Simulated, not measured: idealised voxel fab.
You're looking at the process module voxel ribs on slabs.
The cross-section shown here is cut; it is 235 nm wide and divided into square cells measuring 5 nm on a side.
In what follows, cross-sections appear as grids of square cells, described through bands that run from the top down, where every band is one or more rows of cells.
Top, bottom (nm), then materials left to right with widths (nm); lone material tagged "everywhere" fills the whole band edge to edge; "empty" = empty space.
Height datum 0, below which the as-received substrate wafer is one material. Lowest band open at the bottom, running downward: "0 nm and below".
Top row gets the first number, bottom row gets the second, and each row in between changes by the same step: that is how a band width like "30->40" works.
Step marked "everything unchanged"? Then no cell in the cross-section changed in it.
Under "Listed closed voids" you'll find the enclosed gaps, the ones with no way out to the top, that are 8 cells or bigger; each reads width x height at distance, with distance counted from the left edge, everything in nm.
Past the settings on a step's line: simulator remark, on that step.
overlay nm: mask right of planned place by this much (step with mask). Neg. = left.
# Process steps foreseen in the plan
1 RECEIVE: material Si
2 DIRECTIONAL_DEP: material SiO2, thk nm 30
3 DIRECTIONAL_DEP: material SiN, thk nm 20
4 PATTERN: tone cover, mask id RIB, material resist, width nm 25, thk nm 20, overlay nm 0
5 DIRECTIONAL_ETCH: etch materials SiN, depth nm 15
6 STRIP: etch materials resist
7 DIRECTIONAL_DEP: material aC, thk nm 15
8 PATTERN: tone cover, mask id SLAB, material resist, width nm 65, thk nm 35, overlay nm 0
9 DIRECTIONAL_ETCH: etch materials aC, depth nm 15
10 STRIP: etch materials resist
11 DIRECTIONAL_ETCH: etch materials SiN, depth nm 5
12 STRIP: etch materials aC
13 FILL_DEP: material SiO2, thk nm 25
14 CMP: height nm 65
15 DIRECTIONAL_DEP: material W, thk nm 5
16 MASKED_ETCH: tone cover, mask id HEATER, width nm 35, etch materials W, depth nm 5, overlay nm 0
17 CONFORMAL_DEP: material SiO2, thk nm 5
# The first wafer of two, processed as planned
# As-received wafer cross-section (after step 1)
* 0 nm and below = Si everywhere
* Listed closed voids: none
# Wafer after step 2 (cross-section)
* 30 nm to 0 nm = SiO2 everywhere
* No changes below 0.
# Wafer after step 3 (cross-section)
* 50 nm to 30 nm = SiN everywhere
* No changes below 30.
# Wafer after step 4 (cross-section)
* 70 nm to 50 nm = empty=105, then resist=25, then empty=105
* No changes below 50.
# Wafer after step 5 (cross-section)
* 70 nm to 50 nm = empty=105, then resist=25, then empty=105
* 50 nm to 35 nm = empty=105, then SiN=25, then empty=105
* No changes below 35.
# Wafer after step 6 (cross-section)
* 50 nm to 35 nm = empty=105, then SiN=25, then empty=105
* No changes below 35.
# Wafer after step 7 (cross-section)
* 65 nm to 50 nm = empty=105, then aC=25, then empty=105
* 50 nm to 35 nm = aC=105, then SiN=25, then aC=105
* No changes below 35.
# Wafer after step 8 (cross-section)
* 100 nm to 65 nm = empty=85, then resist=65, then empty=85
* 65 nm to 50 nm = empty=85, then resist=20, then aC=25, then resist=20, then empty=85
* No changes below 50.
# Wafer after step 9 (cross-section)
* 85 nm to 65 nm = empty=85, then resist=65, then empty=85
* 65 nm to 50 nm = empty=85, then resist=20, then aC=25, then resist=20, then empty=85
* 50 nm to 35 nm = empty=85, then aC=20, then SiN=25, then aC=20, then empty=85
* No changes below 35.
# Wafer after step 10 (cross-section)
* 65 nm to 50 nm = empty=105, then aC=25, then empty=105
* No changes below 50.
# Wafer after step 11 (cross-section)
* 65 nm to 50 nm = empty=105, then aC=25, then empty=105
* 50 nm to 35 nm = empty=85, then aC=20, then SiN=25, then aC=20, then empty=85
* 35 nm to 30 nm = empty=85, then SiN=65, then empty=85
* No changes below 30.
# Wafer after step 12 (cross-section)
* 50 nm to 35 nm = empty=105, then SiN=25, then empty=105
* No changes below 35.
# Wafer after step 13 (cross-section)
* 75 nm to 50 nm = SiO2 everywhere
* 50 nm to 35 nm = SiO2=105, then SiN=25, then SiO2=105
* 35 nm to 30 nm = SiO2=85, then SiN=65, then SiO2=85
* No changes below 30.
# Wafer after step 14 (cross-section)
* 65 nm to 50 nm = SiO2 everywhere
* No changes below 50.
# Wafer after step 15 (cross-section)
* 70 nm to 65 nm = W everywhere
* No changes below 65.
# Wafer after step 16 (cross-section)
* 70 nm to 65 nm = empty=100, then W=35, then empty=100
* No changes below 65.
# Wafer after step 17 (cross-section)
* 75 nm to 70 nm = empty=95, then SiO2=45, then empty=95
* 70 nm to 65 nm = SiO2=100, then W=35, then SiO2=100
* No changes below 65.
# Now the other wafer: same start, same recipe, but we messed up one thing when running it. Up to and including step 2 it's the same as the first one
# Second wafer, cut view, end of step 3 per plan
* 70 nm to 30 nm = SiN everywhere
* No changes below 30.
# Second wafer, cut view, end of step 4 per plan
* 90 nm to 70 nm = empty=105, then resist=25, then empty=105
* No changes below 70.
# Second wafer, cut view, end of step 5 per plan
* 90 nm to 70 nm = empty=105, then resist=25, then empty=105
* 70 nm to 55 nm = empty=105, then SiN=25, then empty=105
* No changes below 55.
# Second wafer, cut view, end of step 6 per plan
* 70 nm to 55 nm = empty=105, then SiN=25, then empty=105
* No changes below 55.
# Second wafer, cut view, end of step 7 per plan
* 85 nm to 70 nm = empty=105, then aC=25, then empty=105
* 70 nm to 55 nm = aC=105, then SiN=25, then aC=105
* No changes below 55.
# Second wafer, cut view, end of step 8 per plan
* 120 nm to 85 nm = empty=85, then resist=65, then empty=85
* 85 nm to 70 nm = empty=85, then resist=20, then aC=25, then resist=20, then empty=85
* No changes below 70.
# Second wafer, cut view, end of step 9 per plan
* 105 nm to 85 nm = empty=85, then resist=65, then empty=85
* 85 nm to 70 nm = empty=85, then resist=20, then aC=25, then resist=20, then empty=85
* 70 nm to 55 nm = empty=85, then aC=20, then SiN=25, then aC=20, then empty=85
* No changes below 55.
# Second wafer, cut view, end of step 10 per plan
* 85 nm to 70 nm = empty=105, then aC=25, then empty=105
* No changes below 70.
# Second wafer, cut view, end of step 11 per plan
* 85 nm to 70 nm = empty=105, then aC=25, then empty=105
* 70 nm to 55 nm = empty=85, then aC=20, then SiN=25, then aC=20, then empty=85
* 55 nm to 50 nm = empty=85, then SiN=65, then empty=85
* No changes below 50.
# Second wafer, cut view, end of step 12 per plan
* 70 nm to 55 nm = empty=105, then SiN=25, then empty=105
* No changes below 55.
# Second wafer, cut view, end of step 13 per plan
* 95 nm to 70 nm = SiO2 everywhere
* 70 nm to 55 nm = SiO2=105, then SiN=25, then SiO2=105
* 55 nm to 50 nm = SiO2=85, then SiN=65, then SiO2=85
* No changes below 50.
# Second wafer, cut view, end of step 14 per plan
* 65 nm to 55 nm = SiO2=105, then SiN=25, then SiO2=105
* No changes below 55.
# Second wafer, cut view, end of step 15 per plan
* 70 nm to 65 nm = W everywhere
* No changes below 65.
# Second wafer, cut view, end of step 16 per plan
* 70 nm to 65 nm = empty=100, then W=35, then empty=100
* No changes below 65.
# Second wafer, cut view, end of step 17 per plan
* 75 nm to 70 nm = empty=95, then SiO2=45, then empty=95
* 70 nm to 65 nm = SiO2=100, then W=35, then SiO2=100
* No changes below 65.
Here's what went sideways: the plan had its step 3 run twice
Looking at both finished wafers in cells, the second ends up ahead of or behind the first on some materials: SiN: 183 more | SiO2: 183 fewer
